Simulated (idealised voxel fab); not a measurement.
Process module under the name voxel tone inversion
We display cut, a cross-section 140 nm in width whose square cells are each 5 nm.
Reading order for cross-sections: top band down to bottom band. Underlying form: a grid of square cells. Band size: one or more rows of cells. Read a band's entry like this: the first values are the height of its top and the height of its bottom in nm, and what follows is the sequence of materials from left to right, each with its width in nm. Note that "empty" is empty space, and that a single material marked "all across" reaches across the band from edge to edge. The reference from which all heights are counted is 0, the level beneath which the as-received wafer is entirely one material; the lowest band, having no lower bound, proceeds downward and is written after the example "from 0 down". A width given as "30 to 40" starts at the first number in the band's top row and ends at the second number in its bottom row, shifting by an equal amount at every step from row to row. Key: "no change occurred" - step with no changed cell in the cross-section. "Closed empty spaces" lists enclosed empty spaces (at least 8 cells, no open path upward to the top), each as width x height at distance from the left edge, in nm. Heads up: the bit after the settings on a step's line is the simulator's remark on that step. overlay nm: mask right of planned place by this much (step with mask). Neg. = left.

### Intended process steps
| 1 | RECEIVE [material Si] |
| 2 | CONFORMAL_DEP [material SiCN] [thk nm 5] |
| 3 | DIRECTIONAL_DEP [material aC] [thk nm 20] |
| 4 | PATTERN [tone cover] [mask id POSTS] [material resist] [width nm 15] [pitch nm 45] [thk nm 30] [overlay nm 0] |
| 5 | DIRECTIONAL_ETCH [etch materials aC] [depth nm 20] |
| 6 | STRIP [etch materials resist] |
| 7 | FILL_DEP [material lowk] [thk nm 5] |
| 8 | CMP [height nm 30] |
| 9 | STRIP [etch materials aC] |
Quick note for whoever runs this: the wafers start identical, but the thk nm at step 2 isn't the same across them. The plan just shows what the first wafer had.

### Cross-section of the first of several wafers on receipt, reflecting completion of step 1
* from 0 down | Si all across
* Closed empty spaces: none

### Every row in this table is a wafer at the end of the module, and it gives, for each of the materials, the cells that wafer has gained (+) or lost (-) since it was received, then its closed voids
thk nm 5; +28 SiCN; +24 aC; +116 lowk; Closed empty spaces: none
thk nm 10; +56 SiCN; +88 lowk; Closed empty spaces: none
thk nm 15; +84 SiCN; +66 lowk; Closed empty spaces: none
thk nm 20; +112 SiCN; +44 lowk; Closed empty spaces: none
thk nm 25; +140 SiCN; +22 lowk; Closed empty spaces: none
